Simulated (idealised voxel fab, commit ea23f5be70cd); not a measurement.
The name of this process module is voxel wiring stack.
Section shown: cut. Width: 190 nm. Cell size: 5 nm, square.
In this document a cross-section is written as a grid of square cells. It is given as a series of bands, listed from the top down, and a band is one or more rows of cells.
A band entry consists of two parts. The first gives the height of the band's top and the height of its bottom, in nm. The rest lists the band's materials from left to right, each with its width in nm. A single material labelled with the word "full width" fills the band from edge to edge, and the word "blank" marks empty space.
It should be noted that heights are counted from 0, beneath which the wafer as supplied is of one material throughout, and that the lowest band possesses no lower boundary but continues downward, as written in "0 down".
You'd read "30..40" like this: the band's top row of cells is as wide as the first number, its bottom row is as wide as the second, and going down, every row changes width by the same amount as the row before did.
Take "nothing changed" at face value: in the step it is given for, the cross-section changed in none of its cells.
What "Cavities, closed" gives you is every empty space of 8 cells or more that is cut off from the top. Each appears as width x height at distance, with the distance taken from the left edge and width, height and distance all in nm.
Text after the settings on a step's line: the simulator's own remark on that step.
If you see "overlay nm" on a step's line and that step has a mask, it's telling you how far right of where it was planned the mask ended up; a negative number means it went left instead.

PLAN
1. RECEIVE: material Si
2. CONFORMAL_DEP: material SiO2, thk nm 10
3. DIRECTIONAL_DEP: material TiN, thk nm 5
4. DIRECTIONAL_DEP: material Ru, thk nm 20
5. MASKED_ETCH: tone cover, mask id METAL_1, width nm 25, pitch nm 40, etch materials Ru, depth nm 20, overlay nm 0
6. MASKED_ETCH: tone cover, mask id METAL_1, width nm 25, pitch nm 40, etch materials TiN, depth nm 5, overlay nm 0
7. FILL_DEP: material SiO2, thk nm 10
8. CMP: height nm 35
9. CONFORMAL_DEP: material SiCN, thk nm 5
10. DIRECTIONAL_DEP: material lowk, thk nm 30
11. PATTERN: tone open, mask id METAL_2_HOLES, material resist, width nm 15, thk nm 20, overlay nm 0
12. DIRECTIONAL_ETCH: etch materials lowk, depth nm 30
13. STRIP: etch materials resist
14. DIRECTIONAL_DEP: material aC, thk nm 10
15. PATTERN: tone open, mask id METAL_2, material resist, width nm 25, pitch nm 40, thk nm 30, overlay nm 0
16. DIRECTIONAL_ETCH: etch materials aC, depth nm 10
17. STRIP: etch materials resist
18. DIRECTIONAL_ETCH: etch materials lowk, depth nm 20
19. DIRECTIONAL_ETCH: etch materials SiCN, depth nm 5
20. STRIP: etch materials aC
21. CONFORMAL_DEP: material TiN, thk nm 5
22. FILL_DEP: material Cu, thk nm 10
23. CMP: height nm 70
24. CONFORMAL_DEP: material SiCN, thk nm 5
25. DIRECTIONAL_DEP: material SiO2, thk nm 35
26. MASKED_ETCH: tone open, mask id METAL_3, width nm 25, pitch nm 40, etch materials SiO2, depth nm 20, overlay nm 0
27. DIRECTIONAL_DEP: material aC, thk nm 5
28. PATTERN: tone open, mask id METAL_3_HOLES, material resist, width nm 15, pitch nm 40, thk nm 25, overlay nm 0
29. DIRECTIONAL_ETCH: etch materials aC, depth nm 10
30. STRIP: etch materials resist
31. DIRECTIONAL_ETCH: etch materials SiO2, depth nm 15
32. DIRECTIONAL_ETCH: etch materials SiCN, depth nm 5
33. STRIP: etch materials aC
34. CONFORMAL_DEP: material TiN, thk nm 5
35. FILL_DEP: material Ru, thk nm 10
36. CMP: height nm 110
37. CONFORMAL_DEP: material SiCN, thk nm 5
38. DIRECTIONAL_DEP: material SiO2, thk nm 25
39. PATTERN: tone open, mask id METAL_4, material resist, width nm 25, pitch nm 40, thk nm 15, overlay nm 0
40. DIRECTIONAL_ETCH: etch materials SiO2, depth nm 15
41. STRIP: etch materials resist
42. MASKED_ETCH: tone open, mask id METAL_4_HOLES, width nm 15, etch materials SiO2, depth nm 10, overlay nm 0
43. MASKED_ETCH: tone open, mask id METAL_4_HOLES, width nm 15, etch materials SiCN, depth nm 5, overlay nm 0
44. CONFORMAL_DEP: material TiN, thk nm 5
45. FILL_DEP: material Cu, thk nm 5
46. CMP: height nm 140
47. CONFORMAL_DEP: material SiCN, thk nm 5
Wafer-to-wafer difference: thk nm, step 27. Common start. Plan = first wafer's value.

RECEIVED CONDITION OF THE FIRST OF SEVERAL WAFERS, SECTIONED: POST-STEP 1
> 0 down = Si full width
> Cavities, closed: none

WAFER CROSS-SECTION (FIRST OF SEVERAL) - MODULE END, POST STEP 47 (LAST STEP)
> 145 to 140 = SiCN full width
> 140 to 130 = SiO2: 60 / TiN: 5 / Cu: 15 / TiN: 5 / SiO2: 15 / TiN: 5 / Cu: 15 / TiN: 5 / SiO2: 65
> 130 to 125 = SiO2: 60 / TiN: 5 / Cu: 5 / TiN: 15 / SiO2: 15 / TiN: 25 / SiO2: 65
> 125 to 115 = SiO2: 60 / TiN: 5 / Cu: 5 / TiN: 5 / SiO2: 115
> 115 to 110 = SiCN: 60 / TiN: 15 / SiCN: 115
> 110 to 95 = SiO2: 60 / TiN: 5 / Ru: 15 / TiN: 5 / SiO2: 15 / TiN: 5 / Ru: 15 / TiN: 5 / SiO2: 65
> 95 to 90 = SiO2: 60 / TiN: 5 / Ru: 5 / TiN: 15 / SiO2: 15 / TiN: 5 / Ru: 5 / TiN: 15 / SiO2: 65
> 90 to 75 = SiO2: 60 / TiN: 5 / Ru: 5 / TiN: 5 / SiO2: 25 / TiN: 5 / Ru: 5 / TiN: 5 / SiO2: 75
> 75 to 70 = SiCN: 60 / TiN: 15 / SiCN: 25 / TiN: 15 / SiCN: 75
> 70 to 55 = lowk: 60 / TiN: 5 / Cu: 15 / TiN: 5 / lowk: 15 / TiN: 5 / Cu: 15 / TiN: 5 / lowk: 65
> 55 to 50 = lowk: 60 / TiN: 5 / Cu: 5 / TiN: 15 / lowk: 15 / TiN: 25 / lowk: 65
> 50 to 40 = lowk: 60 / TiN: 5 / Cu: 5 / TiN: 5 / lowk: 115
> 40 to 35 = SiCN: 60 / TiN: 15 / SiCN: 115
> 35 to 15 = SiO2: 60 / Ru: 25 / SiO2: 15 / Ru: 25 / SiO2: 65
> 15 to 10 = SiO2: 60 / TiN: 25 / SiO2: 15 / TiN: 25 / SiO2: 65
> 10 to 0 = SiO2 full width
> 0 down = Si full width
> Cavities, closed: none

CROSS-SECTION, MODULE END, FINAL OF SEVERAL WAFERS
> 145 to 140 = SiCN full width
> 140 to 130 = SiO2: 60 / TiN: 5 / Cu: 15 / TiN: 5 / SiO2: 15 / TiN: 5 / Cu: 15 / TiN: 5 / SiO2: 65
> 130 to 125 = SiO2: 60 / TiN: 5 / Cu: 5 / TiN: 15 / SiO2: 15 / TiN: 25 / SiO2: 65
> 125 to 115 = SiO2: 60 / TiN: 5 / Cu: 5 / TiN: 5 / SiO2: 115
> 115 to 110 = SiCN: 60 / TiN: 15 / SiCN: 115
> 110 to 95 = SiO2: 60 / TiN: 5 / Ru: 15 / TiN: 5 / SiO2: 15 / TiN: 5 / Ru: 15 / TiN: 5 / SiO2: 65
> 95 to 90 = SiO2: 60 / TiN: 25 / SiO2: 15 / TiN: 25 / SiO2: 65
> 90 to 75 = SiO2 full width
> 75 to 70 = SiCN full width
> 70 to 55 = lowk: 60 / TiN: 5 / Cu: 15 / TiN: 5 / lowk: 15 / TiN: 5 / Cu: 15 / TiN: 5 / lowk: 65
> 55 to 50 = lowk: 60 / TiN: 5 / Cu: 5 / TiN: 15 / lowk: 15 / TiN: 25 / lowk: 65
> 50 to 40 = lowk: 60 / TiN: 5 / Cu: 5 / TiN: 5 / lowk: 115
> 40 to 35 = SiCN: 60 / TiN: 15 / SiCN: 115
> 35 to 15 = SiO2: 60 / Ru: 25 / SiO2: 15 / Ru: 25 / SiO2: 65
> 15 to 10 = SiO2: 60 / TiN: 25 / SiO2: 15 / TiN: 25 / SiO2: 65
> 10 to 0 = SiO2 full width
> 0 down = Si full width
> Cavities, closed: none

ROWS = WAFERS. AT MODULE END, EACH ROW LISTS PER MATERIAL THE CELLS GAINED (+) OR LOST (-) SINCE THE WAFER WAS RECEIVED, THEN THE CLOSED VOIDS
thk nm 5; +36 Cu; +66 Ru; +140 SiCN; +578 SiO2; +100 TiN; +182 lowk; Cavities, closed: none
thk nm 10; +36 Cu; +66 Ru; +140 SiCN; +578 SiO2; +100 TiN; +182 lowk; Cavities, closed: none
thk nm 15; +36 Cu; +58 Ru; +146 SiCN; +596 SiO2; +84 TiN; +182 lowk; Cavities, closed: none
thk nm 20; +36 Cu; +58 Ru; +146 SiCN; +596 SiO2; +84 TiN; +182 lowk; Cavities, closed: none
thk nm 25; +36 Cu; +58 Ru; +146 SiCN; +596 SiO2; +84 TiN; +182 lowk; Cavities, closed: none
